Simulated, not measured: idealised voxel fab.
Herein follows the process module entitled voxel double patterning.
The cross-section shown here is cut; it is 230 nm wide and divided into square cells measuring 5 nm on a side.
Bands, listed from the top down, are how a cross-section gets written in this document; the cross-section itself is a grid of square cells, and a band is one or more rows of them.
In this notation a band is specified by the heights of its top and bottom, in that order and in nm, after which its materials appear from left to right, each paired with its width in nm. The word "all across" attached to a single material means that material fills the band from edge to edge; the word "empty" stands for empty space.
Beneath 0, the wafer as received is one material, and that level is where height counting begins. The lowest band goes on downward without a bottom; it is written like "0..down".
Read "30..40" as a graded width: first number on top, second number at the bottom, same change between each pair of neighbouring rows.
When a step is marked "remained unchanged", none of the cells in the cross-section changed during that step.
The label "Enclosed void entries" introduces a list of the empty spaces, 8 cells or larger, that have no open way up to the top; each entry in it reads width x height at distance, where the distance is taken from the left edge and all three are stated in nm.
What comes after the settings on a step's line is commentary from the simulator itself on that step.
If you see "overlay nm" on a step's line and that step has a mask, it's telling you how far right of where it was planned the mask ended up; a negative number means it went left instead.

Process steps - plan
1) RECEIVE,material Si
2) CONFORMAL_DEP,material SiO2,thk nm 10
3) DIRECTIONAL_DEP,material W,thk nm 15
4) DIRECTIONAL_DEP,material SiCN,thk nm 5
5) MASKED_ETCH,tone open,mask id FIRST,width nm 15,pitch nm 50,etch materials SiCN,depth nm 5,overlay nm 0
6) DIRECTIONAL_DEP,material aC,thk nm 10
7) PATTERN,tone open,mask id SECOND,material resist,width nm 15,pitch nm 50,thk nm 30,overlay nm 0
8) DIRECTIONAL_ETCH,etch materials aC,depth nm 10
9) STRIP,etch materials resist
10) DIRECTIONAL_ETCH,etch materials SiCN,depth nm 5
11) STRIP,etch materials aC
12) DIRECTIONAL_ETCH,etch materials W,depth nm 15
13) STRIP,etch materials SiCN

So this is the incoming wafer in cross-section - it's already been through step 1
  0..down: Si all across
  Enclosed void entries: none

End-of-module XS, first of two wafers, run as planned
  25..10: W (55), empty (15), W (10), empty (15), W (10), empty (15), W (10), empty (15), W (10), empty (15), W (60)
  10..0: SiO2 all across
  0..down: Si all across
  Enclosed void entries: none

Cross-sectional view: second of two wafers, end of module; start and plan identical to the first, one mistake in running
  25..15: W (55), empty (15), W (10), empty (15), W (10), empty (15), W (10), empty (15), W (10), empty (15), W (60)
  15..10: W all across
  10..0: SiO2 all across
  0..down: Si all across
  Enclosed void entries: none
Nonconformance to the process plan: step 12 did not use the planned setting and instead ran as DIRECTIONAL_ETCH,etch materials W,depth nm 10
Final difference in cells, second wafer against first, listed per material as more or fewer: W +15
